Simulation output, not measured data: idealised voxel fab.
Proc. module: voxel released beams
Square cells of 5 nm make up the cross-section cut, whose width is 220 nm.
Notation: cross-section as square-cell grid; stated in bands, top first, going down; one or more cell rows per band.
Heights first: top, then bottom, in nm. Then materials, left to right, each with a width in nm. "throughout" on a single material: fills the band edge to edge. "air": empty space.
The level at which height equals 0 is the one under which the wafer, as it arrives, is entirely one material. No lower edge exists for the bottom band, which continues downward and is notated as in "0 -> down".
So if you see something like "30->40" for the width, read it as the top row of the band sitting at the first number and the bottom row at the second, with every row in between moving by the same amount as the last.
Reading "no change occurred" for a step: not a cell of the cross-section changed in it.
"Sealed void list" enumerates empty spaces isolated from the top, with no open way to it, that contain at least 8 cells, giving each as width x height at distance from the left edge, all three in nm.
Read whatever lies past the settings on a step's line as the simulator's own remark about the step.
Steps that use a mask can have "overlay nm" on their line. It says how far the mask sat to the right of where it was meant to be. Negative means to the left.

The planned process steps are enumerated hereunder
1: RECEIVE | material Si
2: CONFORMAL_DEP | material SiN | thk nm 5
3: DIRECTIONAL_DEP | material SiO2 | thk nm 15
4: PATTERN | tone open | mask id ANCHOR | material resist | width nm 35 | thk nm 20 | overlay nm 0
5: DIRECTIONAL_ETCH | etch materials SiO2 | depth nm 15
6: STRIP | etch materials resist
7: CONFORMAL_DEP | material TiN | thk nm 10
8: MASKED_ETCH | tone cover | mask id BEAM | width nm 105 | etch materials TiN | depth nm 10 | overlay nm 0
9: STRIP | etch materials SiO2

Wafer cross-section on receipt, i.e. after step 1
* 0 -> down: Si throughout
* Sealed void list: none

Cross-sectional view of the first of the two wafers upon completion of the module, processed in accordance with the plan
* 30 -> 20: 55 nm air  15 nm TiN  15 nm air  75 nm TiN  60 nm air
* 20 -> 15: 60 nm air  10 nm TiN  15 nm air  10 nm TiN  125 nm air
* 15 -> 5: 60 nm air  35 nm TiN  125 nm air
* 5 -> 0: SiN throughout
* 0 -> down: Si throughout
* Sealed void list: none

Wafer two cross-section, module end. Start and plan unchanged from wafer one; one mistake made during the run
* 25 -> 15: 55 nm air  15 nm TiN  15 nm air  75 nm TiN  60 nm air
* 15 -> 10: 60 nm air  10 nm TiN  15 nm air  10 nm TiN  125 nm air
* 10 -> 0: 60 nm air  35 nm TiN  125 nm air
* 0 -> down: Si throughout
* Sealed void list: none
It is concluded that the wafer was processed incorrectly with respect to the plan, in that step 2 of the plan: omitted, not performed
Once processing is complete, comparing cell counts shows that the second wafer has more or fewer of certain materials than the first: -44 SiN
